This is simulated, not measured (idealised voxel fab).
Process module heading - voxel self aligned contacts
The width of the displayed cross-section, cut, is 260 nm; its cells are square, with a size of 5 nm.
Reading order for cross-sections: top band down to bottom band. Underlying form: a grid of square cells. Band size: one or more rows of cells. Basically the band line says how high the top is and how high the bottom is, in nm, and then what's in it from left to right, every material with its width in nm. Empty space shows up as "blank", and if a single material carries "edge to edge" it runs the full band edge to edge. Heights from 0 (as-received wafer is one material below). Bottom band endless downward, as "top 0, no bottom". Width spec "30 to 40" -> top row of cells at first value, bottom row at second value, equal per-row change in between. "no alterations made", as given for a step, is the statement that not any cell of the cross-section underwent a change during that step. Empty spaces without an open route to the top, at least 8 cells in extent, make up the entry "Closed internal voids"; each is given as width x height at distance, where the distance is measured from the left edge, and all are in nm. Whatever follows a step's settings on its line is a remark the simulator itself makes about that step. When a step includes a mask, the "overlay nm" setting on its line states how far to the right of its planned place that mask lay, and negative values state how far to the left.
STEPS IN THE PROCESS PLAN
1) RECEIVE (material Si)
2) CONFORMAL_DEP (material SiO2; thk nm 5)
3) DIRECTIONAL_DEP (material polySi; thk nm 20)
4) DIRECTIONAL_DEP (material SiN; thk nm 20)
5) DIRECTIONAL_DEP (material aC; thk nm 10)
6) PATTERN (tone cover; mask id GATE; material resist; width nm 30; pitch nm 70; thk nm 25; overlay nm 0)
7) DIRECTIONAL_ETCH (etch materials aC; depth nm 10)
8) STRIP (etch materials resist)
9) DIRECTIONAL_ETCH (etch materials SiN; depth nm 20)
10) DIRECTIONAL_ETCH (etch materials polySi; depth nm 20)
11) STRIP (etch materials aC)
12) CONFORMAL_DEP (material SiN; thk nm 10)
13) DIRECTIONAL_ETCH (etch materials SiN; depth nm 10)
14) FILL_DEP (material SiO2; thk nm 20)
15) CMP (height nm 55)
16) MASKED_ETCH (tone open; mask id CONTACT; width nm 40; pitch nm 70; etch materials SiO2; depth nm 55; overlay nm 0)
17) CONFORMAL_DEP (material TiN; thk nm 5)
18) FILL_DEP (material W; thk nm 5)
19) CMP (height nm 55)
20) CONFORMAL_DEP (material SiN; thk nm 5)
Split variable: width nm, step 16. Plan value = first wafer. Wafers start alike.
CROSS-SECTION OF THE FIRST OF SEVERAL WAFERS ON RECEIPT, REFLECTING COMPLETION OF STEP 1
    top 0, no bottom: Si edge to edge
    Closed internal voids: none
SO IN THIS TABLE EVERY WAFER GETS ITS OWN ROW, AND WHAT YOU SEE IS WHERE IT STANDS AT THE END OF THE MODULE: FOR EACH MATERIAL, HOW MANY CELLS IT PICKED UP (+) OR GAVE UP (-) SINCE WE RECEIVED IT, AND AFTER THAT ITS CLOSED VOIDS
width nm 40 | +220 SiN | +228 SiO2 | +56 TiN | +48 W | +72 polySi | Closed internal voids: none
width nm 45 | +220 SiN | +224 SiO2 | +58 TiN | +50 W | +72 polySi | Closed internal voids: none
width nm 50 | +220 SiN | +220 SiO2 | +60 TiN | +52 W | +72 polySi | Closed internal voids: none
width nm 55 | +220 SiN | +216 SiO2 | +62 TiN | +54 W | +72 polySi | Closed internal voids: none
